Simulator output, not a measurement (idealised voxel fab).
A process module follows: voxel released beams.
Cross-sectional view cut (width: 180 nm; square cell size: 5 nm).
Each cross-section below is a grid of square cells, stated as bands in top-down order, with one or more rows of cells making up each band. It is stipulated that each band's entry specify, in nanometres, the height of the top of the band and then that of its bottom, followed by the materials of the band in left-to-right sequence, each together with its width in nanometres. A single material marked by the word "everywhere" is understood to fill the band from edge to edge; the word "air" is understood to denote empty space. Heights are measured from 0, the level below which the as-received wafer is all one material; the lowest band has no bottom and continues downward, written as in "top 0, no bottom". When a width is written as two numbers, as in "30..40", the first number is the width in the top row of cells of the band and the second is the width in its bottom row, and the width changes by the same amount from each row to the next. Take "nothing changed" at face value: in the step it is given for, the cross-section changed in none of its cells. You'll see "Tabulated closed voids" listing empty spaces that have no way open to the top, as long as they're 8 cells or more; the notation is width x height at distance, where the distance is from the left edge, and all of it is in nm. It should be noted that, on the line of a given step, the content following the step's settings is a remark produced by the simulator itself with respect to that step. A step's line can hold "overlay nm"; with a mask on that step, the setting says how far right of the planned place the mask lay, while a negative setting says it lay to the left.
### Here's what the planned process steps look like
1: RECEIVE | material Si
2: CONFORMAL_DEP | material Al2O3 | thk nm 5
3: DIRECTIONAL_DEP | material SiO2 | thk nm 20
4: PATTERN | tone open | mask id ANCHOR | material resist | width nm 40 | thk nm 20 | overlay nm 0
5: DIRECTIONAL_ETCH | etch materials SiO2 | depth nm 20
6: STRIP | etch materials resist
7: CONFORMAL_DEP | material polySi | thk nm 15
8: DIRECTIONAL_DEP | material aC | thk nm 10
9: PATTERN | tone cover | mask id BEAM | material resist | width nm 120 | thk nm 25 | overlay nm 0
10: DIRECTIONAL_ETCH | etch materials aC | depth nm 10
11: STRIP | etch materials resist
12: DIRECTIONAL_ETCH | etch materials polySi | depth nm 5
13: STRIP | etch materials aC
14: STRIP | etch materials SiO2
The value of depth nm given for step 12 in the plan refers to the first wafer; the wafers vary in this setting and are alike at the start.
### Incoming state of the first of several wafers in cross-section: after step 1
top 0, no bottom | Si everywhere
Tabulated closed voids: none
### The rows of the table below are wafers. Looking at the end of the module, a row counts, for every material, the cells the wafer has gained, shown as (+), or lost, shown as (-), since it was received; its closed voids come next
depth nm 5; +36 Al2O3; +112 SiO2; +120 polySi; Tabulated closed voids: none
depth nm 10; +36 Al2O3; +112 SiO2; +108 polySi; Tabulated closed voids: none
depth nm 15; +36 Al2O3; +96 polySi; Tabulated closed voids: none
depth nm 20; +36 Al2O3; +96 polySi; Tabulated closed voids: none
depth nm 25; +36 Al2O3; +96 polySi; Tabulated closed voids: none
depth nm 30; +36 Al2O3; +96 polySi; Tabulated closed voids: none
